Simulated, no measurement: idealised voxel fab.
Process module under the name voxel ribs on slabs
165 nm wide, 5 nm square cells: that's cross-section cut.
Just so we're on the same page, the cross-sections are grids of square cells, and they're listed out in bands top to bottom, each band one or more rows deep.
Quick guide to a band line: top height, bottom height (nm) up front; then every material left to right with its width in nm. Only one material and it's marked "all across"? Then it fills the band edge to edge. And "blank" just means empty space.
Heights from 0 (as-received wafer is one material below). Bottom band endless downward, as "0 nm and below".
It should be noted that a width expressed as "30->40" varies in equal increments from row to row of cells within the band, taking the value of the first number at the top row and that of the second number at the bottom row.
You'll sometimes find "no alteration" written for a step, and that's the way of saying that nowhere in the cross-section did a cell change during that step.
The entry titled "Enclosed void list" provides the empty spaces that have no open way to the top, restricted to those of 8 cells or more. Each is presented as width x height at distance, the distance being measured from the left edge, with all three in nm.
Formally, on a step line, whatever follows the settings is a remark that the simulator itself makes on the step.
You can add "overlay nm" to a step's line. For a step with a mask, it describes how far the mask lay to the right of its planned position, and a negative number describes a lay to the left.
The planned process steps are enumerated hereunder
step 1: RECEIVE [material Si]
step 2: DIRECTIONAL_DEP [material SiO2] [thk nm 20]
step 3: DIRECTIONAL_DEP [material SiN] [thk nm 15]
step 4: PATTERN [tone cover] [mask id RIB] [material resist] [width nm 15] [thk nm 20] [overlay nm 0]
step 5: DIRECTIONAL_ETCH [etch materials SiN] [depth nm 5]
step 6: STRIP [etch materials resist]
step 7: MASKED_ETCH [tone cover] [mask id SLAB] [width nm 55] [etch materials SiN] [depth nm 10] [overlay nm 0]
step 8: FILL_DEP [material SiO2] [thk nm 25]
step 9: CMP [height nm 55]
step 10: DIRECTIONAL_DEP [material TiN] [thk nm 10]
step 11: DIRECTIONAL_DEP [material aC] [thk nm 10]
step 12: PATTERN [tone cover] [mask id HEATER] [material resist] [width nm 25] [thk nm 30] [overlay nm 0]
step 13: DIRECTIONAL_ETCH [etch materials aC] [depth nm 10]
step 14: STRIP [etch materials resist]
step 15: DIRECTIONAL_ETCH [etch materials TiN] [depth nm 10]
step 16: STRIP [etch materials aC]
step 17: CONFORMAL_DEP [material SiO2] [thk nm 10]
First wafer, two in total, run as planned
Shown in cross-section is the wafer as received, that is, as it stands after step 1
0 nm and below = Si all across
Enclosed void list: none
Sectional view: wafer, after step 2
20 nm to 0 nm = SiO2 all across
Everything under 0 stays put, no change at all.
Sectional view: wafer, after step 3
35 nm to 20 nm = SiN all across
Everything under 20 stays put, no change at all.
Sectional view: wafer, after step 4
55 nm to 35 nm = blank 75 nm, then resist 15 nm, then blank 75 nm
Everything under 35 stays put, no change at all.
Sectional view: wafer, after step 5
55 nm to 35 nm = blank 75 nm, then resist 15 nm, then blank 75 nm
35 nm to 30 nm = blank 75 nm, then SiN 15 nm, then blank 75 nm
Everything under 30 stays put, no change at all.
Sectional view: wafer, after step 6
35 nm to 30 nm = blank 75 nm, then SiN 15 nm, then blank 75 nm
Everything under 30 stays put, no change at all.
Sectional view: wafer, after step 7
35 nm to 30 nm = blank 75 nm, then SiN 15 nm, then blank 75 nm
30 nm to 20 nm = blank 55 nm, then SiN 55 nm, then blank 55 nm
Everything under 20 stays put, no change at all.
Sectional view: wafer, after step 8
60 nm to 35 nm = SiO2 all across
35 nm to 30 nm = SiO2 75 nm, then SiN 15 nm, then SiO2 75 nm
30 nm to 20 nm = SiO2 55 nm, then SiN 55 nm, then SiO2 55 nm
Everything under 20 stays put, no change at all.
Sectional view: wafer, after step 9
55 nm to 35 nm = SiO2 all across
Everything under 35 stays put, no change at all.
Sectional view: wafer, after step 10
65 nm to 55 nm = TiN all across
Everything under 55 stays put, no change at all.
Sectional view: wafer, after step 11
75 nm to 65 nm = aC all across
Everything under 65 stays put, no change at all.
Sectional view: wafer, after step 12
105 nm to 75 nm = blank 70 nm, then resist 25 nm, then blank 70 nm
Everything under 75 stays put, no change at all.
Sectional view: wafer, after step 13
95 nm to 75 nm = blank 70 nm, then resist 25 nm, then blank 70 nm
75 nm to 65 nm = blank 70 nm, then aC 25 nm, then blank 70 nm
Everything under 65 stays put, no change at all.
Sectional view: wafer, after step 14
75 nm to 65 nm = blank 70 nm, then aC 25 nm, then blank 70 nm
Everything under 65 stays put, no change at all.
Sectional view: wafer, after step 15
75 nm to 65 nm = blank 70 nm, then aC 25 nm, then blank 70 nm
65 nm to 55 nm = blank 70 nm, then TiN 25 nm, then blank 70 nm
Everything under 55 stays put, no change at all.
Sectional view: wafer, after step 16
65 nm to 55 nm = blank 70 nm, then TiN 25 nm, then blank 70 nm
Everything under 55 stays put, no change at all.
Sectional view: wafer, after step 17
75 nm to 65 nm = blank 60 nm, then SiO2 45 nm, then blank 60 nm
65 nm to 55 nm = SiO2 70 nm, then TiN 25 nm, then SiO2 70 nm
Everything under 55 stays put, no change at all.
What follows concerns the second wafer, which started out like the first and was meant to follow the very same plan; one mistake crept in when it was run, but everything up to and including step 2 is the same as for the first wafer
Second wafer, sectioned view, at step 3's planned end time
40 nm to 20 nm = blank 75 nm, then resist 15 nm, then blank 75 nm
Everything under 20 stays put, no change at all.
Second wafer, sectioned view, at step 4's planned end time
55 nm to 40 nm = blank 75 nm, then SiN 15 nm, then blank 75 nm
40 nm to 35 nm = blank 75 nm, then resist 15 nm, then blank 75 nm
35 nm to 20 nm = SiN 75 nm, then resist 15 nm, then SiN 75 nm
Everything under 20 stays put, no change at all.
Second wafer, sectioned view, at step 5's planned end time
50 nm to 40 nm = blank 75 nm, then SiN 15 nm, then blank 75 nm
40 nm to 30 nm = blank 75 nm, then resist 15 nm, then blank 75 nm
Everything under 30 stays put, no change at all.
Second wafer, sectioned view, at step 6's planned end time
30 nm to 20 nm = SiN 75 nm, then blank 15 nm, then SiN 75 nm
Everything under 20 stays put, no change at all.
Second wafer, sectioned view, at step 7's planned end time
30 nm to 20 nm = blank 55 nm, then SiN 20 nm, then blank 15 nm, then SiN 20 nm, then blank 55 nm
Everything under 20 stays put, no change at all.
Second wafer, sectioned view, at step 8's planned end time
55 nm to 30 nm = SiO2 all across
30 nm to 20 nm = SiO2 55 nm, then SiN 20 nm, then SiO2 15 nm, then SiN 20 nm, then SiO2 55 nm
Everything under 20 stays put, no change at all.
Second wafer, sectioned view, at step 9's planned end time: no alteration
Second wafer, sectioned view, at step 10's planned end time
65 nm to 55 nm = TiN all across
Everything under 55 stays put, no change at all.
Second wafer, sectioned view, at step 11's planned end time
75 nm to 65 nm = aC all across
Everything under 65 stays put, no change at all.
Second wafer, sectioned view, at step 12's planned end time
105 nm to 75 nm = blank 70 nm, then resist 25 nm, then blank 70 nm
Everything under 75 stays put, no change at all.
Second wafer, sectioned view, at step 13's planned end time
95 nm to 75 nm = blank 70 nm, then resist 25 nm, then blank 70 nm
75 nm to 65 nm = blank 70 nm, then aC 25 nm, then blank 70 nm
Everything under 65 stays put, no change at all.
Second wafer, sectioned view, at step 14's planned end time
75 nm to 65 nm = blank 70 nm, then aC 25 nm, then blank 70 nm
Everything under 65 stays put, no change at all.
Second wafer, sectioned view, at step 15's planned end time
75 nm to 65 nm = blank 70 nm, then aC 25 nm, then blank 70 nm
65 nm to 55 nm = blank 70 nm, then TiN 25 nm, then blank 70 nm
Everything under 55 stays put, no change at all.
Second wafer, sectioned view, at step 16's planned end time
65 nm to 55 nm = blank 70 nm, then TiN 25 nm, then blank 70 nm
Everything under 55 stays put, no change at all.
Second wafer, sectioned view, at step 17's planned end time
75 nm to 65 nm = blank 60 nm, then SiO2 45 nm, then blank 60 nm
65 nm to 55 nm = SiO2 70 nm, then TiN 25 nm, then SiO2 70 nm
Everything under 55 stays put, no change at all.
Finding, execution versus plan: it was found that steps 3 and 4 of the process plan had been performed in exchanged positions
Final wafer comparison in cells, second versus first, more or fewer per material: 9 fewer of SiN; 9 more of SiO2
